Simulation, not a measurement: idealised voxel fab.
process module | voxel gate over fins
cross-section cut | 220 nm wide | cells 5 nm
A cross-section is a grid of square cells, given in bands from the top down. A band is one or more rows of cells.
Each band's line starts with the height of the band's top and of its bottom, in nm. Then come its materials from left to right, each with its width in nm. One material with "throughout" fills the band from edge to edge. "air" is empty space.
Height 0 is the level under which the wafer as received is all one material. The lowest band goes on downwards, as in "0 down".
A width such as "30 to 40" changes by the same amount from each row of cells to the next, from the band's top row to its bottom row.
"no change" after a step means that no cell of the cross-section changed.
closed voids: empty space of 8 cells or more with no open way to the top, each as width x height at its distance from the left edge, in nm
after a step's settings: what the simulator itself notes on the step
overlay nm, on a step with a mask: how far to the right of its planned place the mask lay; to the left if negative
plan
1 op RECEIVE | material Si
2 op CONFORMAL_DEP | material SiN | thk nm 5
3 op DIRECTIONAL_DEP | material aC | thk nm 15
4 op PATTERN | tone cover | mask id FINS | material resist | width nm 15 | pitch nm 45 | thk nm 30 | overlay nm 0
5 op DIRECTIONAL_ETCH | etch materials aC | depth nm 15
6 op STRIP | etch materials resist
7 op DIRECTIONAL_ETCH | etch materials SiN | depth nm 5
8 op DIRECTIONAL_ETCH | etch materials Si | depth nm 40
9 op STRIP | etch materials aC
10 op OXIDIZE | depth nm 5
11 op FILL_DEP | material SiO2 | thk nm 10
12 op CMP | height nm 5
13 op SELECTIVE_ETCH | etch materials SiO2 | depth nm 20
14 op STRIP | etch materials SiN
15 op CONFORMAL_DEP | material HfO2 | thk nm 5
16 op CONFORMAL_DEP | material TiN | thk nm 5
17 op FILL_DEP | material W | thk nm 15
18 op CMP | height nm 20
19 op CONFORMAL_DEP | material SiCN | thk nm 5
as received, after step 1
  0 down: Si throughout
  closed voids: none
first wafer at the end, as planned
  25 to 20: SiCN throughout
  20 to 10: W throughout
  10 to 5: W 50 | TiN 25 | W 20 | TiN 25 | W 20 | TiN 25 | W 55
  5 to 0: W 50 | TiN 5 | HfO2 15 | TiN 5 | W 20 | TiN 5 | HfO2 15 | TiN 5 | W 20 | TiN 5 | HfO2 15 | TiN 5 | W 55
  0 to -5: W 50 | TiN 5 | HfO2 5 | Si 5 | HfO2 5 | TiN 5 | W 20 | TiN 5 | HfO2 5 | Si 5 | HfO2 5 | TiN 5 | W 20 | TiN 5 | HfO2 5 | Si 5 | HfO2 5 | TiN 5 | W 55
  -5 to -10: TiN 55 | HfO2 5 | Si 5 | HfO2 5 | TiN 30 | HfO2 5 | Si 5 | HfO2 5 | TiN 30 | HfO2 5 | Si 5 | HfO2 5 | TiN 60
  -10 to -15: HfO2 60 | Si 5 | HfO2 40 | Si 5 | HfO2 40 | Si 5 | HfO2 65
  -15 to -45: SiO2 60 | Si 5 | SiO2 40 | Si 5 | SiO2 40 | Si 5 | SiO2 65
  -45 down: Si throughout
  closed voids: none
second wafer at the end: like start, like plan, one mistake
  25 to 20: SiCN throughout
  20 to 10: W throughout
  10 to 5: TiN 60 | W 5 | TiN 40 | W 5 | TiN 40 | W 5 | TiN 65
  5 to 0: HfO2 55 | TiN 5 | W 5 | TiN 5 | HfO2 30 | TiN 5 | W 5 | TiN 5 | HfO2 30 | TiN 5 | W 5 | TiN 5 | HfO2 60
  0 to -5: Si 50 | HfO2 5 | TiN 5 | W 5 | TiN 5 | HfO2 5 | Si 20 | HfO2 5 | TiN 5 | W 5 | TiN 5 | HfO2 5 | Si 20 | HfO2 5 | TiN 5 | W 5 | TiN 5 | HfO2 5 | Si 55
  -5 to -10: Si 50 | HfO2 5 | TiN 15 | HfO2 5 | Si 20 | HfO2 5 | TiN 15 | HfO2 5 | Si 20 | HfO2 5 | TiN 15 | HfO2 5 | Si 55
  -10 to -15: Si 50 | HfO2 25 | Si 20 | HfO2 25 | Si 20 | HfO2 25 | Si 55
  -15 to -45: Si 50 | SiO2 25 | Si 20 | SiO2 25 | Si 20 | SiO2 25 | Si 55
  -45 down: Si throughout
  closed voids: none
what went wrong: step 4 ran as: op PATTERN | tone open | mask id FINS | material resist | width nm 15 | pitch nm 45 | thk nm 30 | overlay nm 0
at the end the second wafer has, in cells: 234 more of Si | 156 fewer of SiO2 | 78 fewer of W
